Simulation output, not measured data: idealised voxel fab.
process module | voxel self aligned contacts
cross-section cut | 180 nm wide | cells 5 nm
A cross-section is a grid of square cells, given in bands from the top down. A band is one or more rows of cells.
Each band's line starts with the height of the band's top and of its bottom, in nm. Then come its materials from left to right, each with its width in nm. One material with "throughout" fills the band from edge to edge. "air" is empty space.
Height 0 is the level under which the wafer as received is all one material. The lowest band goes on downwards, as in "0 down".
A width such as "30 to 40" changes by the same amount from each row of cells to the next, from the band's top row to its bottom row.
"no change" after a step means that no cell of the cross-section changed.
closed voids: empty space of 8 cells or more with no open way to the top, each as width x height at its distance from the left edge, in nm
after a step's settings: what the simulator itself notes on the step
overlay nm, on a step with a mask: how far to the right of its planned place the mask lay; to the left if negative
plan
1 op RECEIVE | material Si
2 op OXIDIZE | depth nm 5
3 op DIRECTIONAL_DEP | material polySi | thk nm 30
4 op DIRECTIONAL_DEP | material SiN | thk nm 20
5 op MASKED_ETCH | tone cover | mask id GATE | width nm 25 | pitch nm 55 | etch materials SiN | depth nm 20 | overlay nm 0
6 op MASKED_ETCH | tone cover | mask id GATE | width nm 25 | pitch nm 55 | etch materials polySi | depth nm 30 | overlay nm 0
7 op CONFORMAL_DEP | material SiN | thk nm 5
8 op DIRECTIONAL_ETCH | etch materials SiN | depth nm 5
9 op FILL_DEP | material SiO2 | thk nm 20
10 op CMP | height nm 60
11 op MASKED_ETCH | tone open | mask id CONTACT | width nm 40 | pitch nm 55 | etch materials SiO2 | depth nm 65 | overlay nm 0
12 op CONFORMAL_DEP | material TiN | thk nm 5
13 op FILL_DEP | material Ru | thk nm 5
14 op CMP | height nm 60
15 op CONFORMAL_DEP | material SiCN | thk nm 5
first wafer, as planned
as received, after step 1
  0 down: Si throughout
  closed voids: none
after step 2
  0 to -5: SiO2 throughout
  below -5: unchanged
after step 3
  30 to 0: polySi throughout
  below 0: unchanged
after step 4
  50 to 30: SiN throughout
  below 30: unchanged
after step 5
  50 to 30: air 20 | SiN 25 | air 30 | SiN 25 | air 30 | SiN 25 | air 25
  below 30: unchanged
after step 6
  50 to 30: air 20 | SiN 25 | air 30 | SiN 25 | air 30 | SiN 25 | air 25
  30 to 0: air 20 | polySi 25 | air 30 | polySi 25 | air 30 | polySi 25 | air 25
  below 0: unchanged
after step 7
  55 to 30: air 15 | SiN 35 | air 20 | SiN 35 | air 20 | SiN 35 | air 20
  30 to 5: air 15 | SiN 5 | polySi 25 | SiN 5 | air 20 | SiN 5 | polySi 25 | SiN 5 | air 20 | SiN 5 | polySi 25 | SiN 5 | air 20
  5 to 0: SiN 20 | polySi 25 | SiN 30 | polySi 25 | SiN 30 | polySi 25 | SiN 25
  below 0: unchanged
after step 8
  50 to 30: air 15 | SiN 35 | air 20 | SiN 35 | air 20 | SiN 35 | air 20
  30 to 0: air 15 | SiN 5 | polySi 25 | SiN 5 | air 20 | SiN 5 | polySi 25 | SiN 5 | air 20 | SiN 5 | polySi 25 | SiN 5 | air 20
  below 0: unchanged
after step 9
  70 to 50: SiO2 throughout
  50 to 30: SiO2 15 | SiN 35 | SiO2 20 | SiN 35 | SiO2 20 | SiN 35 | SiO2 20
  30 to 0: SiO2 15 | SiN 5 | polySi 25 | SiN 5 | SiO2 20 | SiN 5 | polySi 25 | SiN 5 | SiO2 20 | SiN 5 | polySi 25 | SiN 5 | SiO2 20
  below 0: unchanged
after step 10
  60 to 50: SiO2 throughout
  below 50: unchanged
after step 11
  60 to 50: SiO2 40 | air 40 | SiO2 15 | air 40 | SiO2 45
  50 to 30: SiO2 15 | SiN 35 | air 20 | SiN 35 | air 20 | SiN 35 | SiO2 20
  30 to 0: SiO2 15 | SiN 5 | polySi 25 | SiN 5 | air 20 | SiN 5 | polySi 25 | SiN 5 | air 20 | SiN 5 | polySi 25 | SiN 5 | SiO2 20
  0 to -5: SiO2 50 | air 20 | SiO2 35 | air 20 | SiO2 55
  below -5: unchanged
after step 12
  65 to 60: TiN 45 | air 30 | TiN 25 | air 30 | TiN 50
  60 to 50: SiO2 40 | TiN 5 to 15 | air 30 to 10 | TiN 5 to 15 | SiO2 15 | TiN 5 to 15 | air 30 to 10 | TiN 5 to 15 | SiO2 45
  50 to 30: SiO2 15 | SiN 35 | TiN 5 | air 10 | TiN 5 | SiN 35 | TiN 5 | air 10 | TiN 5 | SiN 35 | SiO2 20
  30 to 0: SiO2 15 | SiN 5 | polySi 25 | SiN 5 | TiN 5 | air 10 | TiN 5 | SiN 5 | polySi 25 | SiN 5 | TiN 5 | air 10 | TiN 5 | SiN 5 | polySi 25 | SiN 5 | SiO2 20
  0 to -5: SiO2 50 | TiN 20 | SiO2 35 | TiN 20 | SiO2 55
  below -5: unchanged
after step 13
  70 to 65: Ru throughout
  65 to 60: TiN 45 | Ru 30 | TiN 25 | Ru 30 | TiN 50
  60 to 50: SiO2 40 | TiN 5 to 15 | Ru 30 to 10 | TiN 5 to 15 | SiO2 15 | TiN 5 to 15 | Ru 30 to 10 | TiN 5 to 15 | SiO2 45
  50 to 30: SiO2 15 | SiN 35 | TiN 5 | Ru 10 | TiN 5 | SiN 35 | TiN 5 | Ru 10 | TiN 5 | SiN 35 | SiO2 20
  30 to 0: SiO2 15 | SiN 5 | polySi 25 | SiN 5 | TiN 5 | Ru 10 | TiN 5 | SiN 5 | polySi 25 | SiN 5 | TiN 5 | Ru 10 | TiN 5 | SiN 5 | polySi 25 | SiN 5 | SiO2 20
  below 0: unchanged
after step 14
  60 to 50: SiO2 40 | TiN 5 to 15 | Ru 30 to 10 | TiN 5 to 15 | SiO2 15 | TiN 5 to 15 | Ru 30 to 10 | TiN 5 to 15 | SiO2 45
  below 50: unchanged
after step 15
  65 to 60: SiCN throughout
  below 60: unchanged
second wafer: like start, like plan, one mistake. Through step 2 it matches the first wafer
when step 3 should have ended
  20 to 0: polySi throughout
  below 0: unchanged
when step 4 should have ended
  40 to 20: SiN throughout
  below 20: unchanged
when step 5 should have ended
  40 to 20: air 20 | SiN 25 | air 30 | SiN 25 | air 30 | SiN 25 | air 25
  below 20: unchanged
when step 6 should have ended
  40 to 20: air 20 | SiN 25 | air 30 | SiN 25 | air 30 | SiN 25 | air 25
  20 to 0: air 20 | polySi 25 | air 30 | polySi 25 | air 30 | polySi 25 | air 25
  below 0: unchanged
when step 7 should have ended
  45 to 20: air 15 | SiN 35 | air 20 | SiN 35 | air 20 | SiN 35 | air 20
  20 to 5: air 15 | SiN 5 | polySi 25 | SiN 5 | air 20 | SiN 5 | polySi 25 | SiN 5 | air 20 | SiN 5 | polySi 25 | SiN 5 | air 20
  5 to 0: SiN 20 | polySi 25 | SiN 30 | polySi 25 | SiN 30 | polySi 25 | SiN 25
  below 0: unchanged
when step 8 should have ended
  40 to 20: air 15 | SiN 35 | air 20 | SiN 35 | air 20 | SiN 35 | air 20
  20 to 0: air 15 | SiN 5 | polySi 25 | SiN 5 | air 20 | SiN 5 | polySi 25 | SiN 5 | air 20 | SiN 5 | polySi 25 | SiN 5 | air 20
  below 0: unchanged
when step 9 should have ended
  60 to 40: SiO2 throughout
  40 to 20: SiO2 15 | SiN 35 | SiO2 20 | SiN 35 | SiO2 20 | SiN 35 | SiO2 20
  20 to 0: SiO2 15 | SiN 5 | polySi 25 | SiN 5 | SiO2 20 | SiN 5 | polySi 25 | SiN 5 | SiO2 20 | SiN 5 | polySi 25 | SiN 5 | SiO2 20
  below 0: unchanged
when step 10 should have ended: no change
when step 11 should have ended
  60 to 40: SiO2 40 | air 40 | SiO2 15 | air 40 | SiO2 45
  40 to 20: SiO2 15 | SiN 35 | air 20 | SiN 35 | air 20 | SiN 35 | SiO2 20
  20 to 0: SiO2 15 | SiN 5 | polySi 25 | SiN 5 | air 20 | SiN 5 | polySi 25 | SiN 5 | air 20 | SiN 5 | polySi 25 | SiN 5 | SiO2 20
  0 to -5: SiO2 50 | air 20 | SiO2 35 | air 20 | SiO2 55
  below -5: unchanged
when step 12 should have ended
  65 to 60: TiN 45 | air 30 | TiN 25 | air 30 | TiN 50
  60 to 45: SiO2 40 | TiN 5 | air 30 | TiN 5 | SiO2 15 | TiN 5 | air 30 | TiN 5 | SiO2 45
  45 to 40: SiO2 40 | TiN 15 | air 10 | TiN 15 | SiO2 15 | TiN 15 | air 10 | TiN 15 | SiO2 45
  40 to 20: SiO2 15 | SiN 35 | TiN 5 | air 10 | TiN 5 | SiN 35 | TiN 5 | air 10 | TiN 5 | SiN 35 | SiO2 20
  20 to 0: SiO2 15 | SiN 5 | polySi 25 | SiN 5 | TiN 5 | air 10 | TiN 5 | SiN 5 | polySi 25 | SiN 5 | TiN 5 | air 10 | TiN 5 | SiN 5 | polySi 25 | SiN 5 | SiO2 20
  0 to -5: SiO2 50 | TiN 20 | SiO2 35 | TiN 20 | SiO2 55
  below -5: unchanged
when step 13 should have ended
  70 to 65: Ru throughout
  65 to 60: TiN 45 | Ru 30 | TiN 25 | Ru 30 | TiN 50
  60 to 45: SiO2 40 | TiN 5 | Ru 30 | TiN 5 | SiO2 15 | TiN 5 | Ru 30 | TiN 5 | SiO2 45
  45 to 40: SiO2 40 | TiN 15 | Ru 10 | TiN 15 | SiO2 15 | TiN 15 | Ru 10 | TiN 15 | SiO2 45
  40 to 20: SiO2 15 | SiN 35 | TiN 5 | Ru 10 | TiN 5 | SiN 35 | TiN 5 | Ru 10 | TiN 5 | SiN 35 | SiO2 20
  20 to 0: SiO2 15 | SiN 5 | polySi 25 | SiN 5 | TiN 5 | Ru 10 | TiN 5 | SiN 5 | polySi 25 | SiN 5 | TiN 5 | Ru 10 | TiN 5 | SiN 5 | polySi 25 | SiN 5 | SiO2 20
  below 0: unchanged
when step 14 should have ended
  60 to 45: SiO2 40 | TiN 5 | Ru 30 | TiN 5 | SiO2 15 | TiN 5 | Ru 30 | TiN 5 | SiO2 45
  below 45: unchanged
when step 15 should have ended
  65 to 60: SiCN throughout
  below 60: unchanged
what went wrong: step 3 ran as: op DIRECTIONAL_DEP | material polySi | thk nm 20
at the end the second wafer has, in cells: 16 more of Ru | 12 fewer of SiN | 26 more of SiO2 | 30 fewer of polySi
